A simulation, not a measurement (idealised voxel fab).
voxel ribs on slabs: a process module
The cross-section on display is named cut; it measures 155 nm wide, and its cells are 5 nm squares.
In what follows, cross-sections appear as grids of square cells, described through bands that run from the top down, where every band is one or more rows of cells. This entry defines a band. It first specifies the height of the band's top and the height of its bottom in nm, and then specifies the band's materials from left to right, stating each material with its width in nm. The word "everywhere" identifies a single material that fills the band from edge to edge, while the word "air" identifies empty space. Heights are measured from 0, the level below which the as-received wafer is all one material; the lowest band has no bottom and continues downward, written as in "top 0, no bottom". Per-row width for "30..40": begins at first number (top row of band), ends at second number (bottom row), increment between rows held constant. "remains unaltered", as given for a step, is the statement that not any cell of the cross-section underwent a change during that step. Enclosed voids (no open way to top), threshold 8 cells or more, entry "Fully sealed voids", notation width x height at distance, distance from left edge, nm. Text after the settings on a step's line: the simulator's own remark on that step. overlay nm: how far to the right of its planned place the mask lay on this masked step (negative: to the left).
**So here's the lineup of process steps we planned**
1 RECEIVE (material Si)
2 DIRECTIONAL_DEP (material SiO2; thk nm 25)
3 DIRECTIONAL_DEP (material SiN; thk nm 25)
4 DIRECTIONAL_DEP (material aC; thk nm 10)
5 PATTERN (tone cover; mask id RIB; material resist; width nm 25; thk nm 25; overlay nm 0)
6 DIRECTIONAL_ETCH (etch materials aC; depth nm 10)
7 STRIP (etch materials resist)
8 DIRECTIONAL_ETCH (etch materials SiN; depth nm 5)
9 STRIP (etch materials aC)
10 PATTERN (tone cover; mask id SLAB; material resist; width nm 65; thk nm 15; overlay nm 0)
11 DIRECTIONAL_ETCH (etch materials SiN; depth nm 20)
12 STRIP (etch materials resist)
13 FILL_DEP (material SiO2; thk nm 20)
14 CMP (height nm 65)
15 DIRECTIONAL_DEP (material TiN; thk nm 10)
16 DIRECTIONAL_DEP (material aC; thk nm 10)
17 PATTERN (tone cover; mask id HEATER; material resist; width nm 35; thk nm 25; overlay nm 0)
18 DIRECTIONAL_ETCH (etch materials aC; depth nm 10)
19 STRIP (etch materials resist)
20 DIRECTIONAL_ETCH (etch materials TiN; depth nm 10)
21 STRIP (etch materials aC)
22 CONFORMAL_DEP (material SiO2; thk nm 5)
**On the first of the two wafers: run conducted according to plan**
**Incoming wafer in cross-section (state: after step 1)**
top 0, no bottom | Si everywhere
Fully sealed voids: none
**State of the wafer after step 2, shown in cross-section**
top 25, bottom 0 | SiO2 everywhere
Below a height of 0, the structure has not been altered.
**State of the wafer after step 3, shown in cross-section**
top 50, bottom 25 | SiN everywhere
Below a height of 25, the structure has not been altered.
**State of the wafer after step 4, shown in cross-section**
top 60, bottom 50 | aC everywhere
Below a height of 50, the structure has not been altered.
**State of the wafer after step 5, shown in cross-section**
top 85, bottom 60 | 65 nm air  25 nm resist  65 nm air
Below a height of 60, the structure has not been altered.
**State of the wafer after step 6, shown in cross-section**
top 75, bottom 60 | 65 nm air  25 nm resist  65 nm air
top 60, bottom 50 | 65 nm air  25 nm aC  65 nm air
Below a height of 50, the structure has not been altered.
**State of the wafer after step 7, shown in cross-section**
top 60, bottom 50 | 65 nm air  25 nm aC  65 nm air
Below a height of 50, the structure has not been altered.
**State of the wafer after step 8, shown in cross-section**
top 60, bottom 50 | 65 nm air  25 nm aC  65 nm air
top 50, bottom 45 | 65 nm air  25 nm SiN  65 nm air
Below a height of 45, the structure has not been altered.
**State of the wafer after step 9, shown in cross-section**
top 50, bottom 45 | 65 nm air  25 nm SiN  65 nm air
Below a height of 45, the structure has not been altered.
**State of the wafer after step 10, shown in cross-section**
top 65, bottom 50 | 45 nm air  65 nm resist  45 nm air
top 50, bottom 45 | 45 nm air  20 nm resist  25 nm SiN  20 nm resist  45 nm air
Below a height of 45, the structure has not been altered.
**State of the wafer after step 11, shown in cross-section**
top 65, bottom 50 | 45 nm air  65 nm resist  45 nm air
top 50, bottom 45 | 45 nm air  20 nm resist  25 nm SiN  20 nm resist  45 nm air
top 45, bottom 25 | 45 nm air  65 nm SiN  45 nm air
Below a height of 25, the structure has not been altered.
**State of the wafer after step 12, shown in cross-section**
top 50, bottom 45 | 65 nm air  25 nm SiN  65 nm air
Below a height of 45, the structure has not been altered.
**State of the wafer after step 13, shown in cross-section**
top 70, bottom 50 | SiO2 everywhere
top 50, bottom 45 | 65 nm SiO2  25 nm SiN  65 nm SiO2
top 45, bottom 25 | 45 nm SiO2  65 nm SiN  45 nm SiO2
Below a height of 25, the structure has not been altered.
**State of the wafer after step 14, shown in cross-section**
top 65, bottom 50 | SiO2 everywhere
Below a height of 50, the structure has not been altered.
**State of the wafer after step 15, shown in cross-section**
top 75, bottom 65 | TiN everywhere
Below a height of 65, the structure has not been altered.
**State of the wafer after step 16, shown in cross-section**
top 85, bottom 75 | aC everywhere
Below a height of 75, the structure has not been altered.
**State of the wafer after step 17, shown in cross-section**
top 110, bottom 85 | 60 nm air  35 nm resist  60 nm air
Below a height of 85, the structure has not been altered.
**State of the wafer after step 18, shown in cross-section**
top 100, bottom 85 | 60 nm air  35 nm resist  60 nm air
top 85, bottom 75 | 60 nm air  35 nm aC  60 nm air
Below a height of 75, the structure has not been altered.
**State of the wafer after step 19, shown in cross-section**
top 85, bottom 75 | 60 nm air  35 nm aC  60 nm air
Below a height of 75, the structure has not been altered.
**State of the wafer after step 20, shown in cross-section**
top 85, bottom 75 | 60 nm air  35 nm aC  60 nm air
top 75, bottom 65 | 60 nm air  35 nm TiN  60 nm air
Below a height of 65, the structure has not been altered.
**State of the wafer after step 21, shown in cross-section**
top 75, bottom 65 | 60 nm air  35 nm TiN  60 nm air
Below a height of 65, the structure has not been altered.
**State of the wafer after step 22, shown in cross-section**
top 80, bottom 75 | 55 nm air  45 nm SiO2  55 nm air
top 75, bottom 70 | 55 nm air  5 nm SiO2  35 nm TiN  5 nm SiO2  55 nm air
top 70, bottom 65 | 60 nm SiO2  35 nm TiN  60 nm SiO2
Below a height of 65, the structure has not been altered.
**Second wafer, same starting conditions and recipe as the first, one mistake in executing it, nothing differs from the first up to and including step 1**
**Second wafer shown in cross-section at the time step 2 was slated to end**
top 25, bottom 0 | SiN everywhere
Below a height of 0, the structure has not been altered.
**Second wafer shown in cross-section at the time step 3 was slated to end**
top 50, bottom 25 | SiO2 everywhere
Below a height of 25, the structure has not been altered.
**Second wafer shown in cross-section at the time step 4 was slated to end**
top 60, bottom 50 | aC everywhere
Below a height of 50, the structure has not been altered.
**Second wafer shown in cross-section at the time step 5 was slated to end**
top 85, bottom 60 | 65 nm air  25 nm resist  65 nm air
Below a height of 60, the structure has not been altered.
**Second wafer shown in cross-section at the time step 6 was slated to end**
top 75, bottom 60 | 65 nm air  25 nm resist  65 nm air
top 60, bottom 50 | 65 nm air  25 nm aC  65 nm air
Below a height of 50, the structure has not been altered.
**Second wafer shown in cross-section at the time step 7 was slated to end**
top 60, bottom 50 | 65 nm air  25 nm aC  65 nm air
Below a height of 50, the structure has not been altered.
Second wafer shown in cross-section at the time step 8 was slated to end: remains unaltered
**Second wafer shown in cross-section at the time step 9 was slated to end**
top 50, bottom 25 | SiO2 everywhere
Below a height of 25, the structure has not been altered.
**Second wafer shown in cross-section at the time step 10 was slated to end**
top 65, bottom 50 | 45 nm air  65 nm resist  45 nm air
Below a height of 50, the structure has not been altered.
Second wafer shown in cross-section at the time step 11 was slated to end: remains unaltered
**Second wafer shown in cross-section at the time step 12 was slated to end**
top 50, bottom 25 | SiO2 everywhere
Below a height of 25, the structure has not been altered.
**Second wafer shown in cross-section at the time step 13 was slated to end**
top 70, bottom 25 | SiO2 everywhere
Below a height of 25, the structure has not been altered.
**Second wafer shown in cross-section at the time step 14 was slated to end**
top 65, bottom 25 | SiO2 everywhere
Below a height of 25, the structure has not been altered.
**Second wafer shown in cross-section at the time step 15 was slated to end**
top 75, bottom 65 | TiN everywhere
Below a height of 65, the structure has not been altered.
**Second wafer shown in cross-section at the time step 16 was slated to end**
top 85, bottom 75 | aC everywhere
Below a height of 75, the structure has not been altered.
**Second wafer shown in cross-section at the time step 17 was slated to end**
top 110, bottom 85 | 60 nm air  35 nm resist  60 nm air
Below a height of 85, the structure has not been altered.
**Second wafer shown in cross-section at the time step 18 was slated to end**
top 100, bottom 85 | 60 nm air  35 nm resist  60 nm air
top 85, bottom 75 | 60 nm air  35 nm aC  60 nm air
Below a height of 75, the structure has not been altered.
**Second wafer shown in cross-section at the time step 19 was slated to end**
top 85, bottom 75 | 60 nm air  35 nm aC  60 nm air
Below a height of 75, the structure has not been altered.
**Second wafer shown in cross-section at the time step 20 was slated to end**
top 85, bottom 75 | 60 nm air  35 nm aC  60 nm air
top 75, bottom 65 | 60 nm air  35 nm TiN  60 nm air
Below a height of 65, the structure has not been altered.
**Second wafer shown in cross-section at the time step 21 was slated to end**
top 75, bottom 65 | 60 nm air  35 nm TiN  60 nm air
Below a height of 65, the structure has not been altered.
**Second wafer shown in cross-section at the time step 22 was slated to end**
top 80, bottom 75 | 55 nm air  45 nm SiO2  55 nm air
top 75, bottom 70 | 55 nm air  5 nm SiO2  35 nm TiN  5 nm SiO2  55 nm air
top 70, bottom 65 | 60 nm SiO2  35 nm TiN  60 nm SiO2
Below a height of 65, the structure has not been altered.
Finding, execution versus plan: steps 2 and 3: order swapped relative to plan
FYI, end of process, the second wafer has more or fewer cells of some materials than the first: 98 more of SiN | 98 fewer of SiO2
